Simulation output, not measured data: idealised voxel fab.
Process module in this document: voxel trench capacitor
We display cut, a cross-section 145 nm in width whose square cells are each 5 nm.
Bands, listed from the top down, are how a cross-section gets written in this document; the cross-section itself is a grid of square cells, and a band is one or more rows of them.
Look at the band entry: it leads with the top's height and the bottom's height in nm. Then it lists the materials left to right, with a width in nm for each. The word "everywhere" on a single material says that material fills the band edge to edge. The word "empty" is empty space.
Heights are expressed relative to 0, this being the level below which the as-received wafer comprises one material exclusively. The lowest band is unbounded in the downward direction and is denoted as in "0 down".
Width: "30 to 40" (first number = top row, second number = bottom row, same change from row to row of cells).
"remained the same" (step): cross-section cells unchanged, all of them.
Closed-off voids of 8+ cells (no open route to the top) go in "Closed void register", written width x height at distance from the left edge, in nm.
Read whatever lies past the settings on a step's line as the simulator's own remark about the step.
A step line may carry the setting "overlay nm", which, for steps involving a mask, states the distance by which the mask lay to the right of its intended position; negative values denote displacement to the left.
**The steps planned for the process are as follows**
| 1 | RECEIVE [material Si] |
| 2 | CONFORMAL_DEP [material SiN] [thk nm 10] |
| 3 | MASKED_ETCH [tone open] [mask id TRENCH] [width nm 30] [pitch nm 45] [etch materials SiN] [depth nm 10] [overlay nm 0] |
| 4 | MASKED_ETCH [tone open] [mask id TRENCH] [width nm 20] [pitch nm 45] [etch materials Si] [depth nm 40] [overlay nm 0] |
| 5 | CONFORMAL_DEP [material HfO2] [thk nm 5] |
| 6 | CONFORMAL_DEP [material TiN] [thk nm 5] |
| 7 | FILL_DEP [material W] [thk nm 10] |
| 8 | CMP [height nm 10] |
The plan's step 4 width nm is the first wafer's value; the wafers differ in this setting and start identical.
**first wafer as received, after step 1**
0 down: Si everywhere
Closed void register: none
**Module finished, last step 8 done: cross-section of the first of several wafers**
10 to 0: SiN 35, then HfO2 5 to 10, then TiN 20 to 10, then HfO2 5 to 10, then SiN 15, then HfO2 5 to 10, then TiN 20 to 10, then HfO2 5 to 10, then SiN 35
0 to -35: Si 40, then HfO2 5, then TiN 10, then HfO2 5, then Si 25, then HfO2 5, then TiN 10, then HfO2 5, then Si 40
-35 to -40: Si 40, then HfO2 20, then Si 25, then HfO2 20, then Si 40
-40 down: Si everywhere
Closed void register: none
**Cross-sectional view of the final wafer of several at the module's end**
10 to 0: SiN 35, then HfO2 5, then TiN 5, then W 10, then TiN 5, then HfO2 5, then SiN 15, then HfO2 5, then TiN 5, then W 10, then TiN 5, then HfO2 5, then SiN 35
0 to -30: Si 35, then HfO2 5, then TiN 5, then W 10, then TiN 5, then HfO2 5, then Si 15, then HfO2 5, then TiN 5, then W 10, then TiN 5, then HfO2 5, then Si 35
-30 to -35: Si 35, then HfO2 5, then TiN 20, then HfO2 5, then Si 15, then HfO2 5, then TiN 20, then HfO2 5, then Si 35
-35 to -40: Si 35, then HfO2 30, then Si 15, then HfO2 30, then Si 35
-40 down: Si everywhere
Closed void register: none
**Below, a row for every wafer. Read it as the end-of-module picture: for each material the wafer shows its cells gained (+) or lost (-) since it was received, and then its closed voids**
width nm 20 | +48 HfO2 | -64 Si | +34 SiN | +40 TiN | Closed void register: none
width nm 25 | +48 HfO2 | -80 Si | +34 SiN | +40 TiN | +16 W | Closed void register: none
width nm 30 | +48 HfO2 | -96 Si | +34 SiN | +40 TiN | +32 W | Closed void register: none
